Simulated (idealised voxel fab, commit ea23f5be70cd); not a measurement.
process module | voxel gate over fins
cross-section cut | 240 nm wide | cells 5 nm
A cross-section is a grid of square cells, given in bands from the top down. A band is one or more rows of cells.
Each band's line starts with the height of the band's top and of its bottom, in nm. Then come its materials from left to right, each with its width in nm. One material with "throughout" fills the band from edge to edge. "air" is empty space.
Height 0 is the level under which the wafer as received is all one material. The lowest band goes on downwards, as in "0 down".
A width such as "30 to 40" changes by the same amount from each row of cells to the next, from the band's top row to its bottom row.
"no change" after a step means that no cell of the cross-section changed.
closed voids: empty space of 8 cells or more with no open way to the top, each as width x height at its distance from the left edge, in nm
after a step's settings: what the simulator itself notes on the step
overlay nm, on a step with a mask: how far to the right of its planned place the mask lay; to the left if negative
plan
1 op RECEIVE | material Si
2 op CONFORMAL_DEP | material SiN | thk nm 5
3 op PATTERN | tone cover | mask id FINS | material resist | width nm 15 | pitch nm 40 | thk nm 15 | overlay nm 0
4 op DIRECTIONAL_ETCH | etch materials SiN | depth nm 5
5 op DIRECTIONAL_ETCH | etch materials Si | depth nm 30
6 op STRIP | etch materials resist
7 op OXIDIZE | depth nm 5
8 op FILL_DEP | material SiO2 | thk nm 15
9 op CMP | height nm 5
10 op SELECTIVE_ETCH | etch materials SiO2 | depth nm 15
11 op STRIP | etch materials SiN
12 op CONFORMAL_DEP | material HfO2 | thk nm 5
13 op CONFORMAL_DEP | material TiN | thk nm 5
14 op FILL_DEP | material W | thk nm 10
15 op CMP | height nm 15
16 op CONFORMAL_DEP | material SiN | thk nm 5
as received, after step 1
  0 down: Si throughout
  closed voids: none
a wafer at the end: this start, this plan, one mistake
  10 to 5: SiN throughout
  5 to 0: W 45 | TiN 5 | HfO2 15 | TiN 5 | W 15 | TiN 5 | HfO2 15 | TiN 5 | W 15 | TiN 5 | HfO2 15 | TiN 5 | W 15 | TiN 5 | HfO2 15 | TiN 5 | W 50
  0 to -5: TiN 50 | HfO2 5 | Si 5 | HfO2 5 | TiN 25 | HfO2 5 | Si 5 | HfO2 5 | TiN 25 | HfO2 5 | Si 5 | HfO2 5 | TiN 25 | HfO2 5 | Si 5 | HfO2 5 | TiN 55
  -5 to -10: HfO2 55 | Si 5 | HfO2 35 | Si 5 | HfO2 35 | Si 5 | HfO2 35 | Si 5 | HfO2 60
  -10 to -35: SiO2 55 | Si 5 | SiO2 35 | Si 5 | SiO2 35 | Si 5 | SiO2 35 | Si 5 | SiO2 60
  -35 down: Si throughout
  closed voids: none
what went wrong: step 15 ran as: op CMP | height nm 5
